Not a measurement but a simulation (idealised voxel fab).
process module | voxel spacer lines
cross-section cut | 295 nm wide | cells 5 nm
A cross-section is a grid of square cells, given in bands from the top down. A band is one or more rows of cells.
Each band's line starts with the height of the band's top and of its bottom, in nm. Then come its materials from left to right, each with its width in nm. One material with "throughout" fills the band from edge to edge. "air" is empty space.
Height 0 is the level under which the wafer as received is all one material. The lowest band goes on downwards, as in "0 down".
A width such as "30 to 40" changes by the same amount from each row of cells to the next, from the band's top row to its bottom row.
"no change" after a step means that no cell of the cross-section changed.
closed voids: empty space of 8 cells or more with no open way to the top, each as width x height at its distance from the left edge, in nm
after a step's settings: what the simulator itself notes on the step
overlay nm, on a step with a mask: how far to the right of its planned place the mask lay; to the left if negative
plan
1 op RECEIVE | material Si
2 op CONFORMAL_DEP | material Al2O3 | thk nm 5
3 op DIRECTIONAL_DEP | material W | thk nm 15
4 op DIRECTIONAL_DEP | material aC | thk nm 20
5 op PATTERN | tone cover | mask id MANDREL | material resist | width nm 20 | pitch nm 60 | thk nm 25 | overlay nm 0
6 op DIRECTIONAL_ETCH | etch materials aC | depth nm 20
7 op STRIP | etch materials resist
8 op CONFORMAL_DEP | material SiN | thk nm 10
9 op DIRECTIONAL_ETCH | etch materials SiN | depth nm 10
10 op STRIP | etch materials aC
11 op DIRECTIONAL_ETCH | etch materials W | depth nm 15
12 op STRIP | etch materials SiN
13 op FILL_DEP | material lowk | thk nm 5
14 op CMP | height nm 20
first wafer, as planned
as received, after step 1
  0 down: Si throughout
  closed voids: none
after step 2
  5 to 0: Al2O3 throughout
  below 0: unchanged
after step 3
  20 to 5: W throughout
  below 5: unchanged
after step 4
  40 to 20: aC throughout
  below 20: unchanged
after step 5
  65 to 40: air 75 | resist 20 | air 40 | resist 20 | air 40 | resist 20 | air 80
  below 40: unchanged
after step 6
  45 to 40: air 75 | resist 20 | air 40 | resist 20 | air 40 | resist 20 | air 80
  40 to 20: air 75 | aC 20 | air 40 | aC 20 | air 40 | aC 20 | air 80
  below 20: unchanged
after step 7
  40 to 20: air 75 | aC 20 | air 40 | aC 20 | air 40 | aC 20 | air 80
  below 20: unchanged
after step 8
  50 to 40: air 65 | SiN 40 | air 20 | SiN 40 | air 20 | SiN 40 | air 70
  40 to 30: air 65 | SiN 10 | aC 20 | SiN 10 | air 20 | SiN 10 | aC 20 | SiN 10 | air 20 | SiN 10 | aC 20 | SiN 10 | air 70
  30 to 20: SiN 75 | aC 20 | SiN 40 | aC 20 | SiN 40 | aC 20 | SiN 80
  below 20: unchanged
after step 9
  40 to 20: air 65 | SiN 10 | aC 20 | SiN 10 | air 20 | SiN 10 | aC 20 | SiN 10 | air 20 | SiN 10 | aC 20 | SiN 10 | air 70
  below 20: unchanged
after step 10
  40 to 20: air 65 | SiN 10 | air 20 | SiN 10 | air 20 | SiN 10 | air 20 | SiN 10 | air 20 | SiN 10 | air 20 | SiN 10 | air 70
  below 20: unchanged
after step 11
  40 to 20: air 65 | SiN 10 | air 20 | SiN 10 | air 20 | SiN 10 | air 20 | SiN 10 | air 20 | SiN 10 | air 20 | SiN 10 | air 70
  20 to 5: air 65 | W 10 | air 20 | W 10 | air 20 | W 10 | air 20 | W 10 | air 20 | W 10 | air 20 | W 10 | air 70
  below 5: unchanged
after step 12
  20 to 5: air 65 | W 10 | air 20 | W 10 | air 20 | W 10 | air 20 | W 10 | air 20 | W 10 | air 20 | W 10 | air 70
  below 5: unchanged
after step 13
  25 to 20: lowk throughout
  20 to 5: lowk 65 | W 10 | lowk 20 | W 10 | lowk 20 | W 10 | lowk 20 | W 10 | lowk 20 | W 10 | lowk 20 | W 10 | lowk 70
  below 5: unchanged
after step 14
  20 to 5: lowk 65 | W 10 | lowk 20 | W 10 | lowk 20 | W 10 | lowk 20 | W 10 | lowk 20 | W 10 | lowk 20 | W 10 | lowk 70
  below 5: unchanged
second wafer: like start, like plan, one mistake. Through step 4 it matches the first wafer
when step 5 should have ended
  65 to 40: air 75 | resist 25 | air 35 | resist 25 | air 35 | resist 25 | air 75
  below 40: unchanged
when step 6 should have ended
  45 to 40: air 75 | resist 25 | air 35 | resist 25 | air 35 | resist 25 | air 75
  40 to 20: air 75 | aC 25 | air 35 | aC 25 | air 35 | aC 25 | air 75
  below 20: unchanged
when step 7 should have ended
  40 to 20: air 75 | aC 25 | air 35 | aC 25 | air 35 | aC 25 | air 75
  below 20: unchanged
when step 8 should have ended
  50 to 40: air 65 | SiN 45 | air 15 | SiN 45 | air 15 | SiN 45 | air 65
  40 to 30: air 65 | SiN 10 | aC 25 | SiN 10 | air 15 | SiN 10 | aC 25 | SiN 10 | air 15 | SiN 10 | aC 25 | SiN 10 | air 65
  30 to 20: SiN 75 | aC 25 | SiN 35 | aC 25 | SiN 35 | aC 25 | SiN 75
  below 20: unchanged
when step 9 should have ended
  40 to 20: air 65 | SiN 10 | aC 25 | SiN 10 | air 15 | SiN 10 | aC 25 | SiN 10 | air 15 | SiN 10 | aC 25 | SiN 10 | air 65
  below 20: unchanged
when step 10 should have ended
  40 to 20: air 65 | SiN 10 | air 25 | SiN 10 | air 15 | SiN 10 | air 25 | SiN 10 | air 15 | SiN 10 | air 25 | SiN 10 | air 65
  below 20: unchanged
when step 11 should have ended
  40 to 20: air 65 | SiN 10 | air 25 | SiN 10 | air 15 | SiN 10 | air 25 | SiN 10 | air 15 | SiN 10 | air 25 | SiN 10 | air 65
  20 to 5: air 65 | W 10 | air 25 | W 10 | air 15 | W 10 | air 25 | W 10 | air 15 | W 10 | air 25 | W 10 | air 65
  below 5: unchanged
when step 12 should have ended
  20 to 5: air 65 | W 10 | air 25 | W 10 | air 15 | W 10 | air 25 | W 10 | air 15 | W 10 | air 25 | W 10 | air 65
  below 5: unchanged
when step 13 should have ended
  25 to 20: lowk throughout
  20 to 5: lowk 65 | W 10 | lowk 25 | W 10 | lowk 15 | W 10 | lowk 25 | W 10 | lowk 15 | W 10 | lowk 25 | W 10 | lowk 65
  below 5: unchanged
when step 14 should have ended
  20 to 5: lowk 65 | W 10 | lowk 25 | W 10 | lowk 15 | W 10 | lowk 25 | W 10 | lowk 15 | W 10 | lowk 25 | W 10 | lowk 65
  below 5: unchanged
what went wrong: step 5 ran as: op PATTERN | tone cover | mask id MANDREL | material resist | width nm 25 | pitch nm 60 | thk nm 25 | overlay nm 0
at the end the second wafer has, in cells: as many of each material as the first, in other places
